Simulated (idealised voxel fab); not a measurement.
You're looking at the process module voxel tone inversion.
We display cut, a cross-section 290 nm in width whose square cells are each 5 nm.
Cross-section spec: square-cell grid; bands listed top down; each band is one or more rows.
This entry defines a band. It first specifies the height of the band's top and the height of its bottom in nm, and then specifies the band's materials from left to right, stating each material with its width in nm. The word "edge to edge" identifies a single material that fills the band from edge to edge, while the word "air" identifies empty space.
Heights are expressed relative to 0, this being the level below which the as-received wafer comprises one material exclusively. The lowest band is unbounded in the downward direction and is denoted as in "0 and below".
The width entry "30..40" should be interpreted row by row: the top row of cells in the band takes the first number, the bottom row takes the second number, and the change between adjacent rows is uniform throughout.
Given "stayed the same" for a step, no cell of the cross-section differs between before and after that step.
Enclosed voids (no open way to top), threshold 8 cells or more, entry "Trapped void list", notation width x height at distance, distance from left edge, nm.
It should be noted that, on the line of a given step, the content following the step's settings is a remark produced by the simulator itself with respect to that step.
The setting "overlay nm" may be written on the line of a step. When the step uses a mask, the value reports how far to the right of the planned place the mask lay, and a negative value reports that it lay to the left.

[Intended process steps]
1) RECEIVE, material Si
2) CONFORMAL_DEP, material SiCN, thk nm 5
3) DIRECTIONAL_DEP, material polySi, thk nm 15
4) PATTERN, tone cover, mask id POSTS, material resist, width nm 20, pitch nm 45, thk nm 25, overlay nm 0
5) DIRECTIONAL_ETCH, etch materials polySi, depth nm 15
6) STRIP, etch materials resist
7) FILL_DEP, material SiO2, thk nm 10
8) CMP, height nm 20
9) STRIP, etch materials polySi

[Cross-section, incoming material, after step 1]
> 0 and below = Si edge to edge
> Trapped void list: none

[Cross-sectional view of the first of the two wafers upon completion of the module, processed in accordance with the plan]
> 20 down to 5 = 110 nm SiO2 | 20 nm air | 25 nm SiO2 | 20 nm air | 115 nm SiO2
> 5 down to 0 = SiCN edge to edge
> 0 and below = Si edge to edge
> Trapped void list: none

[Wafer two, sectioned after the module: the first wafer's start, the first wafer's plan, and one mistake in how it was run]
> 10 down to 5 = 110 nm SiO2 | 20 nm air | 25 nm SiO2 | 20 nm air | 115 nm SiO2
> 5 down to 0 = SiCN edge to edge
> 0 and below = Si edge to edge
> Trapped void list: none
Heads up, the wafer didn't run the way we planned it: step 8 was not run as planned; what actually ran was CMP, height nm 10
The final cell counts differ between the wafers, with the second having more or fewer of some materials than the first: SiO2 -100
